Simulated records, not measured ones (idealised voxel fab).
voxel wiring stack: a process module
Each square cell in cross-section cut measures 5 nm, and the section as a whole is 225 nm wide.
A cross-section is written here as square cells arranged in a grid, and it is given in bands from the top down, each band taking up one or more rows of cells. Heads up on the band format: heights come first, top then bottom, in nm. After that it's the materials left to right, each with its width in nm. A single material flagged "all across" fills the whole band edge to edge, and "air" means there's empty space there. Counting heights begins at 0, where everything beneath is, in the wafer as received, one material. The lowest band has no bottom; it goes on downwards, as "from 0 down" shows. The expression "30 to 40" gives the width at the extremes of the band, the first number at its top row of cells and the second at its bottom row, with the width changing by equal amounts from each row to the next in between. Any step labelled "remains unaltered" changed none of the cells in the cross-section. Look at "Closed internal cavities" for the closed voids: empty spaces with no open path to the top, sized 8 cells or up. Each is width x height at distance, distance from the left edge, all nm. That trailing text on a step's line, after the settings, is the simulator's own remark on the step. If you see "overlay nm" on a step's line and that step has a mask, it's telling you how far right of where it was planned the mask ended up; a negative number means it went left instead.

# The following list gives the planned process steps
| 1 | op RECEIVE | material Si |
| 2 | op CONFORMAL_DEP | material SiO2 | thk nm 15 |
| 3 | op DIRECTIONAL_DEP | material TiN | thk nm 5 |
| 4 | op DIRECTIONAL_DEP | material Ru | thk nm 25 |
| 5 | op PATTERN | tone cover | mask id METAL_1 | material resist | width nm 25 | pitch nm 40 | thk nm 20 | overlay nm 0 |
| 6 | op DIRECTIONAL_ETCH | etch materials Ru | depth nm 25 |
| 7 | op DIRECTIONAL_ETCH | etch materials TiN | depth nm 5 |
| 8 | op STRIP | etch materials resist |
| 9 | op FILL_DEP | material SiO2 | thk nm 5 |
| 10 | op CMP | height nm 45 |
| 11 | op CONFORMAL_DEP | material SiCN | thk nm 5 |
| 12 | op DIRECTIONAL_DEP | material SiO2 | thk nm 30 |
| 13 | op PATTERN | tone open | mask id METAL_2_HOLES | material resist | width nm 15 | pitch nm 40 | thk nm 15 | overlay nm 0 |
| 14 | op DIRECTIONAL_ETCH | etch materials SiO2 | depth nm 30 |
| 15 | op STRIP | etch materials resist |
| 16 | op DIRECTIONAL_DEP | material aC | thk nm 15 |
| 17 | op PATTERN | tone open | mask id METAL_2 | material resist | width nm 25 | pitch nm 40 | thk nm 35 | overlay nm 0 |
| 18 | op DIRECTIONAL_ETCH | etch materials aC | depth nm 15 |
| 19 | op STRIP | etch materials resist |
| 20 | op DIRECTIONAL_ETCH | etch materials SiO2 | depth nm 20 |
| 21 | op DIRECTIONAL_ETCH | etch materials SiCN | depth nm 5 |
| 22 | op STRIP | etch materials aC |
| 23 | op CONFORMAL_DEP | material TiN | thk nm 5 |
| 24 | op FILL_DEP | material Ru | thk nm 10 |
| 25 | op CMP | height nm 80 |
| 26 | op CONFORMAL_DEP | material SiCN | thk nm 5 |
| 27 | op DIRECTIONAL_DEP | material SiO2 | thk nm 35 |
| 28 | op MASKED_ETCH | tone open | mask id METAL_3_HOLES | width nm 15 | etch materials SiO2 | depth nm 35 | overlay nm 0 |
| 29 | op DIRECTIONAL_DEP | material aC | thk nm 10 |
| 30 | op PATTERN | tone open | mask id METAL_3 | material resist | width nm 25 | pitch nm 40 | thk nm 25 | overlay nm 0 |
| 31 | op DIRECTIONAL_ETCH | etch materials aC | depth nm 10 |
| 32 | op STRIP | etch materials resist |
| 33 | op DIRECTIONAL_ETCH | etch materials SiO2 | depth nm 20 |
| 34 | op DIRECTIONAL_ETCH | etch materials SiCN | depth nm 5 |
| 35 | op STRIP | etch materials aC |
| 36 | op CONFORMAL_DEP | material TiN | thk nm 5 |
| 37 | op FILL_DEP | material Cu | thk nm 10 |
| 38 | op CMP | height nm 120 |
| 39 | op CONFORMAL_DEP | material SiCN | thk nm 5 |
| 40 | op DIRECTIONAL_DEP | material SiO2 | thk nm 25 |
| 41 | op PATTERN | tone open | mask id METAL_4_HOLES | material resist | width nm 15 | thk nm 15 | overlay nm 0 |
| 42 | op DIRECTIONAL_ETCH | etch materials SiO2 | depth nm 25 |
| 43 | op STRIP | etch materials resist |
| 44 | op MASKED_ETCH | tone open | mask id METAL_4 | width nm 25 | pitch nm 40 | etch materials SiO2 | depth nm 15 | overlay nm 0 |
| 45 | op MASKED_ETCH | tone open | mask id METAL_4 | width nm 25 | pitch nm 40 | etch materials SiCN | depth nm 5 | overlay nm 0 |
| 46 | op CONFORMAL_DEP | material TiN | thk nm 5 |
| 47 | op FILL_DEP | material Ru | thk nm 10 |
| 48 | op CMP | height nm 150 |
| 49 | op CONFORMAL_DEP | material SiN | thk nm 5 |

# Cross-section of the wafer at receipt, which is the condition after step 1
- from 0 down = Si all across
- Closed internal cavities: none

# Cross-section: first of two wafers, module finished, run according to plan
- from 155 to 150 = SiN all across
- from 150 to 140 = SiO2: 80; TiN: 5; Ru: 15; TiN: 5; SiO2: 15; TiN: 5; Ru: 15; TiN: 5; SiO2: 80
- from 140 to 135 = SiO2: 80; TiN: 5; Ru: 5; TiN: 15; SiO2: 15; TiN: 25; SiO2: 80
- from 135 to 125 = SiO2: 80; TiN: 5; Ru: 5; TiN: 5; SiO2: 130
- from 125 to 120 = SiCN: 80; TiN: 15; SiCN: 130
- from 120 to 105 = SiO2: 80; TiN: 5; Cu: 15; TiN: 5; SiO2: 15; TiN: 5; Cu: 15; TiN: 5; SiO2: 80
- from 105 to 100 = SiO2: 80; TiN: 5; Cu: 5; TiN: 15; SiO2: 15; TiN: 25; SiO2: 80
- from 100 to 85 = SiO2: 80; TiN: 5; Cu: 5; TiN: 5; SiO2: 130
- from 85 to 80 = SiCN: 80; TiN: 15; SiCN: 130
- from 80 to 65 = SiO2: 80; TiN: 5; Ru: 15; TiN: 5; SiO2: 15; TiN: 5; Ru: 15; TiN: 5; SiO2: 80
- from 65 to 60 = SiO2: 80; TiN: 5; Ru: 5; TiN: 15; SiO2: 15; TiN: 5; Ru: 5; TiN: 15; SiO2: 80
- from 60 to 50 = SiO2: 80; TiN: 5; Ru: 5; TiN: 5; SiO2: 25; TiN: 5; Ru: 5; TiN: 5; SiO2: 90
- from 50 to 45 = SiCN: 80; TiN: 15; SiCN: 25; TiN: 15; SiCN: 90
- from 45 to 20 = SiO2: 80; Ru: 25; SiO2: 15; Ru: 25; SiO2: 80
- from 20 to 15 = SiO2: 80; TiN: 25; SiO2: 15; TiN: 25; SiO2: 80
- from 15 to 0 = SiO2 all across
- from 0 down = Si all across
- Closed internal cavities: none

# Now the second wafer, cross-sectioned at the end of the module. Nothing different at the start, nothing different in the plan compared with the first, just one mistake when it was actually run
- from 155 to 150 = SiN all across
- from 150 to 140 = SiO2: 80; TiN: 5; Ru: 15; TiN: 5; SiO2: 15; TiN: 5; Ru: 15; TiN: 5; SiO2: 80
- from 140 to 135 = SiO2: 80; TiN: 5; Ru: 5; TiN: 15; SiO2: 15; TiN: 25; SiO2: 80
- from 135 to 125 = SiO2: 80; TiN: 5; Ru: 5; TiN: 5; SiO2: 130
- from 125 to 120 = SiCN: 80; TiN: 15; SiCN: 130
- from 120 to 105 = SiO2: 80; TiN: 5; Cu: 15; TiN: 5; SiO2: 15; TiN: 5; Cu: 15; TiN: 5; SiO2: 80
- from 105 to 100 = SiO2: 80; TiN: 5; Cu: 5; TiN: 15; SiO2: 15; TiN: 25; SiO2: 80
- from 100 to 85 = SiO2: 80; TiN: 5; Cu: 5; TiN: 5; SiO2: 130
- from 85 to 80 = SiCN: 80; TiN: 15; SiCN: 130
- from 80 to 75 = SiCN: 80; TiN: 25; SiCN: 15; TiN: 25; SiCN: 80
- from 75 to 45 = SiO2 all across
- from 45 to 20 = SiO2: 80; Ru: 25; SiO2: 15; Ru: 25; SiO2: 80
- from 20 to 15 = SiO2: 80; TiN: 25; SiO2: 15; TiN: 25; SiO2: 80
- from 15 to 0 = SiO2 all across
- from 0 down = Si all across
- Closed internal cavities: none
What broke from the plan during processing? steps 11 and 12 run out of order (swapped)
It is noted that, at the conclusion of processing, the second wafer exhibits a higher or lower cell count for certain materials relative to the first: 24 fewer of Ru, 4 fewer of SiCN, 52 more of SiO2, 24 fewer of TiN
